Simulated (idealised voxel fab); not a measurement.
The process module that follows is named voxel wiring stack.
Section shown: cut. Width: 160 nm. Cell size: 5 nm, square.
For the purposes of this document, a cross-section shall be understood as a grid of square cells, specified as bands listed in top-to-bottom order, each band consisting of one or more rows of cells. It is stipulated that each band's entry specify, in nanometres, the height of the top of the band and then that of its bottom, followed by the materials of the band in left-to-right sequence, each together with its width in nanometres. A single material marked by the word "edge to edge" is understood to fill the band from edge to edge; the word "blank" is understood to denote empty space. Convention: height 0 is the level below which the wafer, as received, is all one material. The lowest band does not terminate at the bottom but continues downward, represented as "top 0, no bottom". It should be noted that a width expressed as "30->40" varies in equal increments from row to row of cells within the band, taking the value of the first number at the top row and that of the second number at the bottom row. "remained the same", as given for a step, is the statement that not any cell of the cross-section underwent a change during that step. Listed in "Unvented internal voids": every empty space of 8 or more cells without an open way to the top. Form: width x height at distance, the distance being from the left edge, all in nm. Read whatever lies past the settings on a step's line as the simulator's own remark about the step. When a step includes a mask, the "overlay nm" setting on its line states how far to the right of its planned place that mask lay, and negative values state how far to the left.
[Below is the list of planned process steps]
1) RECEIVE [material Si]
2) CONFORMAL_DEP [material SiO2] [thk nm 15]
3) CONFORMAL_DEP [material SiN] [thk nm 5]
4) DIRECTIONAL_DEP [material SiO2] [thk nm 25]
5) PATTERN [tone open] [mask id METAL_1] [material resist] [width nm 25] [pitch nm 45] [thk nm 15] [overlay nm 0]
6) DIRECTIONAL_ETCH [etch materials SiO2] [depth nm 25]
7) DIRECTIONAL_ETCH [etch materials SiN] [depth nm 5]
8) STRIP [etch materials resist]
9) CONFORMAL_DEP [material TiN] [thk nm 5]
10) FILL_DEP [material W] [thk nm 5]
11) CMP [height nm 45]
12) CONFORMAL_DEP [material SiCN] [thk nm 5]
13) DIRECTIONAL_DEP [material SiO2] [thk nm 30]
14) DIRECTIONAL_DEP [material aC] [thk nm 10]
15) PATTERN [tone open] [mask id METAL_2_HOLES] [material resist] [width nm 15] [pitch nm 90] [thk nm 30] [overlay nm 0]
16) DIRECTIONAL_ETCH [etch materials aC] [depth nm 10]
17) STRIP [etch materials resist]
18) DIRECTIONAL_ETCH [etch materials SiO2] [depth nm 30]
19) STRIP [etch materials aC]
20) DIRECTIONAL_DEP [material aC] [thk nm 15]
21) PATTERN [tone open] [mask id METAL_2] [material resist] [width nm 25] [pitch nm 45] [thk nm 35] [overlay nm 0]
22) DIRECTIONAL_ETCH [etch materials aC] [depth nm 15]
23) STRIP [etch materials resist]
24) DIRECTIONAL_ETCH [etch materials SiO2] [depth nm 15]
25) DIRECTIONAL_ETCH [etch materials SiCN] [depth nm 5]
26) STRIP [etch materials aC]
27) CONFORMAL_DEP [material TiN] [thk nm 5]
28) FILL_DEP [material Cu] [thk nm 10]
29) CMP [height nm 80]
30) CONFORMAL_DEP [material SiCN] [thk nm 5]
[The following pertains to the first of two wafers, which was processed as planned]
[as received, after step 1]
top 0, no bottom | Si edge to edge
Unvented internal voids: none
[Once step 2 is through, the wafer looks like this in cross-section]
top 15, bottom 0 | SiO2 edge to edge
Under the height 0 nothing was changed.
[Once step 3 is through, the wafer looks like this in cross-section]
top 20, bottom 15 | SiN edge to edge
Under the height 15 nothing was changed.
[Once step 4 is through, the wafer looks like this in cross-section]
top 45, bottom 20 | SiO2 edge to edge
Under the height 20 nothing was changed.
[Once step 5 is through, the wafer looks like this in cross-section]
top 60, bottom 45 | resist 20 | blank 25 | resist 20 | blank 25 | resist 20 | blank 25 | resist 25
Under the height 45 nothing was changed.
[Once step 6 is through, the wafer looks like this in cross-section]
top 60, bottom 45 | resist 20 | blank 25 | resist 20 | blank 25 | resist 20 | blank 25 | resist 25
top 45, bottom 20 | SiO2 20 | blank 25 | SiO2 20 | blank 25 | SiO2 20 | blank 25 | SiO2 25
Under the height 20 nothing was changed.
[Once step 7 is through, the wafer looks like this in cross-section]
top 60, bottom 45 | resist 20 | blank 25 | resist 20 | blank 25 | resist 20 | blank 25 | resist 25
top 45, bottom 20 | SiO2 20 | blank 25 | SiO2 20 | blank 25 | SiO2 20 | blank 25 | SiO2 25
top 20, bottom 15 | SiN 20 | blank 25 | SiN 20 | blank 25 | SiN 20 | blank 25 | SiN 25
Under the height 15 nothing was changed.
[Once step 8 is through, the wafer looks like this in cross-section]
top 45, bottom 20 | SiO2 20 | blank 25 | SiO2 20 | blank 25 | SiO2 20 | blank 25 | SiO2 25
Under the height 20 nothing was changed.
[Once step 9 is through, the wafer looks like this in cross-section]
top 50, bottom 45 | TiN 25 | blank 15 | TiN 30 | blank 15 | TiN 30 | blank 15 | TiN 30
top 45, bottom 20 | SiO2 20 | TiN 5 | blank 15 | TiN 5 | SiO2 20 | TiN 5 | blank 15 | TiN 5 | SiO2 20 | TiN 5 | blank 15 | TiN 5 | SiO2 25
top 20, bottom 15 | SiN 20 | TiN 25 | SiN 20 | TiN 25 | SiN 20 | TiN 25 | SiN 25
Under the height 15 nothing was changed.
[Once step 10 is through, the wafer looks like this in cross-section]
top 55, bottom 50 | W edge to edge
top 50, bottom 45 | TiN 25 | W 15 | TiN 30 | W 15 | TiN 30 | W 15 | TiN 30
top 45, bottom 20 | SiO2 20 | TiN 5 | W 15 | TiN 5 | SiO2 20 | TiN 5 | W 15 | TiN 5 | SiO2 20 | TiN 5 | W 15 | TiN 5 | SiO2 25
Under the height 20 nothing was changed.
[Once step 11 is through, the wafer looks like this in cross-section]
top 45, bottom 20 | SiO2 20 | TiN 5 | W 15 | TiN 5 | SiO2 20 | TiN 5 | W 15 | TiN 5 | SiO2 20 | TiN 5 | W 15 | TiN 5 | SiO2 25
Under the height 20 nothing was changed.
[Once step 12 is through, the wafer looks like this in cross-section]
top 50, bottom 45 | SiCN edge to edge
Under the height 45 nothing was changed.
[Once step 13 is through, the wafer looks like this in cross-section]
top 80, bottom 50 | SiO2 edge to edge
Under the height 50 nothing was changed.
[Once step 14 is through, the wafer looks like this in cross-section]
top 90, bottom 80 | aC edge to edge
Under the height 80 nothing was changed.
[Once step 15 is through, the wafer looks like this in cross-section]
top 120, bottom 90 | resist 20 | blank 15 | resist 75 | blank 15 | resist 35
Under the height 90 nothing was changed.
[Once step 16 is through, the wafer looks like this in cross-section]
top 110, bottom 90 | resist 20 | blank 15 | resist 75 | blank 15 | resist 35
top 90, bottom 80 | aC 20 | blank 15 | aC 75 | blank 15 | aC 35
Under the height 80 nothing was changed.
[Once step 17 is through, the wafer looks like this in cross-section]
top 90, bottom 80 | aC 20 | blank 15 | aC 75 | blank 15 | aC 35
Under the height 80 nothing was changed.
[Once step 18 is through, the wafer looks like this in cross-section]
top 90, bottom 80 | aC 20 | blank 15 | aC 75 | blank 15 | aC 35
top 80, bottom 50 | SiO2 20 | blank 15 | SiO2 75 | blank 15 | SiO2 35
Under the height 50 nothing was changed.
[Once step 19 is through, the wafer looks like this in cross-section]
top 80, bottom 50 | SiO2 20 | blank 15 | SiO2 75 | blank 15 | SiO2 35
Under the height 50 nothing was changed.
[Once step 20 is through, the wafer looks like this in cross-section]
top 95, bottom 80 | aC 20 | blank 15 | aC 75 | blank 15 | aC 35
top 80, bottom 65 | SiO2 20 | blank 15 | SiO2 75 | blank 15 | SiO2 35
top 65, bottom 50 | SiO2 20 | aC 15 | SiO2 75 | aC 15 | SiO2 35
Under the height 50 nothing was changed.
[Once step 21 is through, the wafer looks like this in cross-section]
top 130, bottom 95 | resist 20 | blank 25 | resist 20 | blank 25 | resist 20 | blank 25 | resist 25
Under the height 95 nothing was changed.
[Once step 22 is through, the wafer looks like this in cross-section]
top 115, bottom 95 | resist 20 | blank 25 | resist 20 | blank 25 | resist 20 | blank 25 | resist 25
top 95, bottom 80 | aC 20 | blank 25 | aC 20 | blank 25 | aC 20 | blank 25 | aC 25
top 80, bottom 50 | SiO2 20 | blank 15 | SiO2 75 | blank 15 | SiO2 35
Under the height 50 nothing was changed.
[Once step 23 is through, the wafer looks like this in cross-section]
top 95, bottom 80 | aC 20 | blank 25 | aC 20 | blank 25 | aC 20 | blank 25 | aC 25
Under the height 80 nothing was changed.
[Once step 24 is through, the wafer looks like this in cross-section]
top 95, bottom 80 | aC 20 | blank 25 | aC 20 | blank 25 | aC 20 | blank 25 | aC 25
top 80, bottom 65 | SiO2 20 | blank 25 | SiO2 20 | blank 25 | SiO2 20 | blank 25 | SiO2 25
Under the height 65 nothing was changed.
[Once step 25 is through, the wafer looks like this in cross-section]
top 95, bottom 80 | aC 20 | blank 25 | aC 20 | blank 25 | aC 20 | blank 25 | aC 25
top 80, bottom 65 | SiO2 20 | blank 25 | SiO2 20 | blank 25 | SiO2 20 | blank 25 | SiO2 25
top 65, bottom 50 | SiO2 20 | blank 15 | SiO2 75 | blank 15 | SiO2 35
top 50, bottom 45 | SiCN 20 | blank 15 | SiCN 75 | blank 15 | SiCN 35
Under the height 45 nothing was changed.
[Once step 26 is through, the wafer looks like this in cross-section]
top 80, bottom 65 | SiO2 20 | blank 25 | SiO2 20 | blank 25 | SiO2 20 | blank 25 | SiO2 25
Under the height 65 nothing was changed.
[Once step 27 is through, the wafer looks like this in cross-section]
top 85, bottom 80 | TiN 25 | blank 15 | TiN 30 | blank 15 | TiN 30 | blank 15 | TiN 30
top 80, bottom 70 | SiO2 20 | TiN 5 | blank 15 | TiN 5 | SiO2 20 | TiN 5 | blank 15 | TiN 5 | SiO2 20 | TiN 5 | blank 15 | TiN 5 | SiO2 25
top 70, bottom 65 | SiO2 20 | TiN 5 | blank 5 | TiN 15 | SiO2 20 | TiN 25 | SiO2 20 | TiN 5 | blank 5 | TiN 15 | SiO2 25
top 65, bottom 50 | SiO2 20 | TiN 5 | blank 5 | TiN 5 | SiO2 75 | TiN 5 | blank 5 | TiN 5 | SiO2 35
top 50, bottom 45 | SiCN 20 | TiN 15 | SiCN 75 | TiN 15 | SiCN 35
Under the height 45 nothing was changed.
[Once step 28 is through, the wafer looks like this in cross-section]
top 95, bottom 85 | Cu edge to edge
top 85, bottom 80 | TiN 25 | Cu 15 | TiN 30 | Cu 15 | TiN 30 | Cu 15 | TiN 30
top 80, bottom 70 | SiO2 20 | TiN 5 | Cu 15 | TiN 5 | SiO2 20 | TiN 5 | Cu 15 | TiN 5 | SiO2 20 | TiN 5 | Cu 15 | TiN 5 | SiO2 25
top 70, bottom 65 | SiO2 20 | TiN 5 | Cu 5 | TiN 15 | SiO2 20 | TiN 25 | SiO2 20 | TiN 5 | Cu 5 | TiN 15 | SiO2 25
top 65, bottom 50 | SiO2 20 | TiN 5 | Cu 5 | TiN 5 | SiO2 75 | TiN 5 | Cu 5 | TiN 5 | SiO2 35
Under the height 50 nothing was changed.
[Once step 29 is through, the wafer looks like this in cross-section]
top 80, bottom 70 | SiO2 20 | TiN 5 | Cu 15 | TiN 5 | SiO2 20 | TiN 5 | Cu 15 | TiN 5 | SiO2 20 | TiN 5 | Cu 15 | TiN 5 | SiO2 25
Under the height 70 nothing was changed.
[Once step 30 is through, the wafer looks like this in cross-section]
top 85, bottom 80 | SiCN edge to edge
Under the height 80 nothing was changed.
[Here the second wafer is described. Its start and its plan were those of the first wafer. Its run contained one mistake. Up to and including step 2, it did exactly what the first wafer did]
Cross-section of the second wafer at the time step 3 of the plan should have ended: remained the same
[Cross-section of the second wafer at the time step 4 of the plan should have ended]
top 40, bottom 0 | SiO2 edge to edge
Under the height 0 nothing was changed.
[Cross-section of the second wafer at the time step 5 of the plan should have ended]
top 55, bottom 40 | resist 20 | blank 25 | resist 20 | blank 25 | resist 20 | blank 25 | resist 25
Under the height 40 nothing was changed.
[Cross-section of the second wafer at the time step 6 of the plan should have ended]
top 55, bottom 40 | resist 20 | blank 25 | resist 20 | blank 25 | resist 20 | blank 25 | resist 25
top 40, bottom 15 | SiO2 20 | blank 25 | SiO2 20 | blank 25 | SiO2 20 | blank 25 | SiO2 25
Under the height 15 nothing was changed.
Cross-section of the second wafer at the time step 7 of the plan should have ended: remained the same
[Cross-section of the second wafer at the time step 8 of the plan should have ended]
top 40, bottom 15 | SiO2 20 | blank 25 | SiO2 20 | blank 25 | SiO2 20 | blank 25 | SiO2 25
Under the height 15 nothing was changed.
[Cross-section of the second wafer at the time step 9 of the plan should have ended]
top 45, bottom 40 | TiN 25 | blank 15 | TiN 30 | blank 15 | TiN 30 | blank 15 | TiN 30
top 40, bottom 20 | SiO2 20 | TiN 5 | blank 15 | TiN 5 | SiO2 20 | TiN 5 | blank 15 | TiN 5 | SiO2 20 | TiN 5 | blank 15 | TiN 5 | SiO2 25
top 20, bottom 15 | SiO2 20 | TiN 25 | SiO2 20 | TiN 25 | SiO2 20 | TiN 25 | SiO2 25
Under the height 15 nothing was changed.
[Cross-section of the second wafer at the time step 10 of the plan should have ended]
top 50, bottom 45 | W edge to edge
top 45, bottom 40 | TiN 25 | W 15 | TiN 30 | W 15 | TiN 30 | W 15 | TiN 30
top 40, bottom 20 | SiO2 20 | TiN 5 | W 15 | TiN 5 | SiO2 20 | TiN 5 | W 15 | TiN 5 | SiO2 20 | TiN 5 | W 15 | TiN 5 | SiO2 25
Under the height 20 nothing was changed.
[Cross-section of the second wafer at the time step 11 of the plan should have ended]
top 45, bottom 40 | TiN 25 | W 15 | TiN 30 | W 15 | TiN 30 | W 15 | TiN 30
Under the height 40 nothing was changed.
[Cross-section of the second wafer at the time step 12 of the plan should have ended]
top 50, bottom 45 | SiCN edge to edge
Under the height 45 nothing was changed.
[Cross-section of the second wafer at the time step 13 of the plan should have ended]
top 80, bottom 50 | SiO2 edge to edge
Under the height 50 nothing was changed.
[Cross-section of the second wafer at the time step 14 of the plan should have ended]
top 90, bottom 80 | aC edge to edge
Under the height 80 nothing was changed.
[Cross-section of the second wafer at the time step 15 of the plan should have ended]
top 120, bottom 90 | resist 20 | blank 15 | resist 75 | blank 15 | resist 35
Under the height 90 nothing was changed.
[Cross-section of the second wafer at the time step 16 of the plan should have ended]
top 110, bottom 90 | resist 20 | blank 15 | resist 75 | blank 15 | resist 35
top 90, bottom 80 | aC 20 | blank 15 | aC 75 | blank 15 | aC 35
Under the height 80 nothing was changed.
[Cross-section of the second wafer at the time step 17 of the plan should have ended]
top 90, bottom 80 | aC 20 | blank 15 | aC 75 | blank 15 | aC 35
Under the height 80 nothing was changed.
[Cross-section of the second wafer at the time step 18 of the plan should have ended]
top 90, bottom 80 | aC 20 | blank 15 | aC 75 | blank 15 | aC 35
top 80, bottom 50 | SiO2 20 | blank 15 | SiO2 75 | blank 15 | SiO2 35
Under the height 50 nothing was changed.
[Cross-section of the second wafer at the time step 19 of the plan should have ended]
top 80, bottom 50 | SiO2 20 | blank 15 | SiO2 75 | blank 15 | SiO2 35
Under the height 50 nothing was changed.
[Cross-section of the second wafer at the time step 20 of the plan should have ended]
top 95, bottom 80 | aC 20 | blank 15 | aC 75 | blank 15 | aC 35
top 80, bottom 65 | SiO2 20 | blank 15 | SiO2 75 | blank 15 | SiO2 35
top 65, bottom 50 | SiO2 20 | aC 15 | SiO2 75 | aC 15 | SiO2 35
Under the height 50 nothing was changed.
[Cross-section of the second wafer at the time step 21 of the plan should have ended]
top 130, bottom 95 | resist 20 | blank 25 | resist 20 | blank 25 | resist 20 | blank 25 | resist 25
Under the height 95 nothing was changed.
[Cross-section of the second wafer at the time step 22 of the plan should have ended]
top 115, bottom 95 | resist 20 | blank 25 | resist 20 | blank 25 | resist 20 | blank 25 | resist 25
top 95, bottom 80 | aC 20 | blank 25 | aC 20 | blank 25 | aC 20 | blank 25 | aC 25
top 80, bottom 50 | SiO2 20 | blank 15 | SiO2 75 | blank 15 | SiO2 35
Under the height 50 nothing was changed.
[Cross-section of the second wafer at the time step 23 of the plan should have ended]
top 95, bottom 80 | aC 20 | blank 25 | aC 20 | blank 25 | aC 20 | blank 25 | aC 25
Under the height 80 nothing was changed.
[Cross-section of the second wafer at the time step 24 of the plan should have ended]
top 95, bottom 80 | aC 20 | blank 25 | aC 20 | blank 25 | aC 20 | blank 25 | aC 25
top 80, bottom 65 | SiO2 20 | blank 25 | SiO2 20 | blank 25 | SiO2 20 | blank 25 | SiO2 25
Under the height 65 nothing was changed.
[Cross-section of the second wafer at the time step 25 of the plan should have ended]
top 95, bottom 80 | aC 20 | blank 25 | aC 20 | blank 25 | aC 20 | blank 25 | aC 25
top 80, bottom 65 | SiO2 20 | blank 25 | SiO2 20 | blank 25 | SiO2 20 | blank 25 | SiO2 25
top 65, bottom 50 | SiO2 20 | blank 15 | SiO2 75 | blank 15 | SiO2 35
top 50, bottom 45 | SiCN 20 | blank 15 | SiCN 75 | blank 15 | SiCN 35
Under the height 45 nothing was changed.
[Cross-section of the second wafer at the time step 26 of the plan should have ended]
top 80, bottom 65 | SiO2 20 | blank 25 | SiO2 20 | blank 25 | SiO2 20 | blank 25 | SiO2 25
Under the height 65 nothing was changed.
[Cross-section of the second wafer at the time step 27 of the plan should have ended]
top 85, bottom 80 | TiN 25 | blank 15 | TiN 30 | blank 15 | TiN 30 | blank 15 | TiN 30
top 80, bottom 70 | SiO2 20 | TiN 5 | blank 15 | TiN 5 | SiO2 20 | TiN 5 | blank 15 | TiN 5 | SiO2 20 | TiN 5 | blank 15 | TiN 5 | SiO2 25
top 70, bottom 65 | SiO2 20 | TiN 5 | blank 5 | TiN 15 | SiO2 20 | TiN 25 | SiO2 20 | TiN 5 | blank 5 | TiN 15 | SiO2 25
top 65, bottom 50 | SiO2 20 | TiN 5 | blank 5 | TiN 5 | SiO2 75 | TiN 5 | blank 5 | TiN 5 | SiO2 35
top 50, bottom 45 | SiCN 20 | TiN 15 | SiCN 75 | TiN 15 | SiCN 35
Under the height 45 nothing was changed.
[Cross-section of the second wafer at the time step 28 of the plan should have ended]
top 95, bottom 85 | Cu edge to edge
top 85, bottom 80 | TiN 25 | Cu 15 | TiN 30 | Cu 15 | TiN 30 | Cu 15 | TiN 30
top 80, bottom 70 | SiO2 20 | TiN 5 | Cu 15 | TiN 5 | SiO2 20 | TiN 5 | Cu 15 | TiN 5 | SiO2 20 | TiN 5 | Cu 15 | TiN 5 | SiO2 25
top 70, bottom 65 | SiO2 20 | TiN 5 | Cu 5 | TiN 15 | SiO2 20 | TiN 25 | SiO2 20 | TiN 5 | Cu 5 | TiN 15 | SiO2 25
top 65, bottom 50 | SiO2 20 | TiN 5 | Cu 5 | TiN 5 | SiO2 75 | TiN 5 | Cu 5 | TiN 5 | SiO2 35
Under the height 50 nothing was changed.
[Cross-section of the second wafer at the time step 29 of the plan should have ended]
top 80, bottom 70 | SiO2 20 | TiN 5 | Cu 15 | TiN 5 | SiO2 20 | TiN 5 | Cu 15 | TiN 5 | SiO2 20 | TiN 5 | Cu 15 | TiN 5 | SiO2 25
Under the height 70 nothing was changed.
[Cross-section of the second wafer at the time step 30 of the plan should have ended]
top 85, bottom 80 | SiCN edge to edge
Under the height 80 nothing was changed.
Processing error: yeah, step 3 of the plan got skipped, never ran
Counted in cells at the end, the second wafer holds more or fewer of these materials than the first: SiN: 17 fewer | TiN: 17 more
